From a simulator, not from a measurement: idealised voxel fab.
The process module presented herein is designated voxel capacitor over wiring.
The figure presents cross-section cut, which has a width of 255 nm and is divided into square cells with an edge length of 5 nm.
A cross-section is written here as square cells arranged in a grid, and it is given in bands from the top down, each band taking up one or more rows of cells. Look at the band entry: it leads with the top's height and the bottom's height in nm. Then it lists the materials left to right, with a width in nm for each. The word "throughout" on a single material says that material fills the band edge to edge. The word "air" is empty space. Heights from 0 (as-received wafer is one material below). Bottom band endless downward, as "0..down". Width: "30 to 40" (first number = top row, second number = bottom row, same change from row to row of cells). For the purposes of this document, the phrase "nothing changed" attached to a step denotes that no cell within the cross-section was modified by that step. Under "Enclosed void catalog" you'll find the enclosed gaps, the ones with no way out to the top, that are 8 cells or bigger; each reads width x height at distance, with distance counted from the left edge, everything in nm. after a step's settings: what the simulator itself notes on the step. A step's line can hold "overlay nm"; with a mask on that step, the setting says how far right of the planned place the mask lay, while a negative setting says it lay to the left.
Steps in the process plan:
1 RECEIVE,material Si
2 CONFORMAL_DEP,material SiO2,thk nm 15
3 CONFORMAL_DEP,material SiN,thk nm 5
4 DIRECTIONAL_DEP,material lowk,thk nm 15
5 PATTERN,tone open,mask id METAL_1,material resist,width nm 30,pitch nm 90,thk nm 15,overlay nm 0
6 DIRECTIONAL_ETCH,etch materials lowk,depth nm 15
7 DIRECTIONAL_ETCH,etch materials SiN,depth nm 5
8 STRIP,etch materials resist
9 CONFORMAL_DEP,material TiN,thk nm 5
10 FILL_DEP,material Ru,thk nm 10
11 CMP,height nm 35
12 CONFORMAL_DEP,material SiCN,thk nm 5
13 DIRECTIONAL_DEP,material lowk,thk nm 10
14 MASKED_ETCH,tone open,mask id PLUG_1,width nm 15,etch materials lowk,depth nm 10,overlay nm 0
15 MASKED_ETCH,tone open,mask id PLUG_1,width nm 15,etch materials SiCN,depth nm 5,overlay nm 0
16 CONFORMAL_DEP,material TiN,thk nm 5
17 FILL_DEP,material Ru,thk nm 5
18 CMP,height nm 50
19 DIRECTIONAL_DEP,material TiN,thk nm 5
20 DIRECTIONAL_DEP,material HfO2,thk nm 5
21 DIRECTIONAL_DEP,material TiN,thk nm 5
22 PATTERN,tone cover,mask id UPPER_PLATE,material resist,width nm 55,thk nm 15,overlay nm 0
23 DIRECTIONAL_ETCH,etch materials TiN,depth nm 5
24 DIRECTIONAL_ETCH,etch materials HfO2,depth nm 5
25 STRIP,etch materials resist
26 MASKED_ETCH,tone cover,mask id LOWER_PLATE,width nm 75,etch materials TiN,depth nm 5,overlay nm 0
27 FILL_DEP,material SiO2,thk nm 15
28 CMP,height nm 75
29 PATTERN,tone open,mask id PLUG_2,material resist,width nm 15,thk nm 15,overlay nm 0
30 DIRECTIONAL_ETCH,etch materials SiO2,depth nm 10
31 STRIP,etch materials resist
32 CONFORMAL_DEP,material TiN,thk nm 5
33 FILL_DEP,material Cu,thk nm 5
34 CMP,height nm 75
35 CONFORMAL_DEP,material SiCN,thk nm 5
varied across the wafers: width nm of step 22. The plan shows the first wafer's value. All wafers start alike
Cross-section of the first of several wafers on receipt, reflecting completion of step 1:
	0..down | Si throughout
	Enclosed void catalog: none
Quick look at the cross-section of the first of several wafers after step 35, which wraps up the module:
	80..75 | SiCN throughout
	75..70 | 90 of SiO2, 5 of TiN, 5 of Cu, 5 of TiN, 150 of SiO2
	70..60 | 90 to 85 of SiO2, 15 to 55 of TiN, 150 to 115 of SiO2
	60..55 | 85 of SiO2, 55 of HfO2, 115 of SiO2
	55..50 | 75 of SiO2, 75 of TiN, 105 of SiO2
	50..40 | 80 of lowk, 5 of TiN, 5 of Ru, 5 of TiN, 160 of lowk
	40..35 | 80 of SiCN, 15 of TiN, 160 of SiCN
	35..20 | 65 of lowk, 5 of TiN, 20 of Ru, 5 of TiN, 60 of lowk, 5 of TiN, 20 of Ru, 5 of TiN, 70 of lowk
	20..15 | 65 of SiN, 30 of TiN, 60 of SiN, 30 of TiN, 70 of SiN
	15..0 | SiO2 throughout
	0..down | Si throughout
	Enclosed void catalog: none
Cross-sectional view of the final wafer of several at the module's end:
	80..75 | SiCN throughout
	75..70 | 90 of SiO2, 5 of TiN, 5 of Cu, 5 of TiN, 150 of SiO2
	70..60 | 90 to 75 of SiO2, 15 to 75 of TiN, 150 to 105 of SiO2
	60..55 | 75 of SiO2, 80 of HfO2, 100 of SiO2
	55..50 | 75 of SiO2, 80 of TiN, 100 of SiO2
	50..40 | 80 of lowk, 5 of TiN, 5 of Ru, 5 of TiN, 160 of lowk
	40..35 | 80 of SiCN, 15 of TiN, 160 of SiCN
	35..20 | 65 of lowk, 5 of TiN, 20 of Ru, 5 of TiN, 60 of lowk, 5 of TiN, 20 of Ru, 5 of TiN, 70 of lowk
	20..15 | 65 of SiN, 30 of TiN, 60 of SiN, 30 of TiN, 70 of SiN
	15..0 | SiO2 throughout
	0..down | Si throughout
	Enclosed void catalog: none
Table: wafers, a row each; end-of-module cell change per material since receipt, gain (+), loss (-); then closed voids:
width nm 55, +1 Cu, +11 HfO2, +26 Ru, +99 SiCN, +39 SiN, +365 SiO2, +62 TiN, +213 lowk, Enclosed void catalog: none
width nm 60, +1 Cu, +12 HfO2, +26 Ru, +99 SiCN, +39 SiN, +363 SiO2, +63 TiN, +213 lowk, Enclosed void catalog: none
width nm 65, +1 Cu, +13 HfO2, +26 Ru, +99 SiCN, +39 SiN, +361 SiO2, +64 TiN, +213 lowk, Enclosed void catalog: none
width nm 70, +1 Cu, +14 HfO2, +26 Ru, +99 SiCN, +39 SiN, +359 SiO2, +65 TiN, +213 lowk, Enclosed void catalog: none
width nm 75, +1 Cu, +15 HfO2, +26 Ru, +99 SiCN, +39 SiN, +357 SiO2, +66 TiN, +213 lowk, Enclosed void catalog: none
width nm 80, +1 Cu, +16 HfO2, +26 Ru, +99 SiCN, +39 SiN, +355 SiO2, +67 TiN, +213 lowk, Enclosed void catalog: none
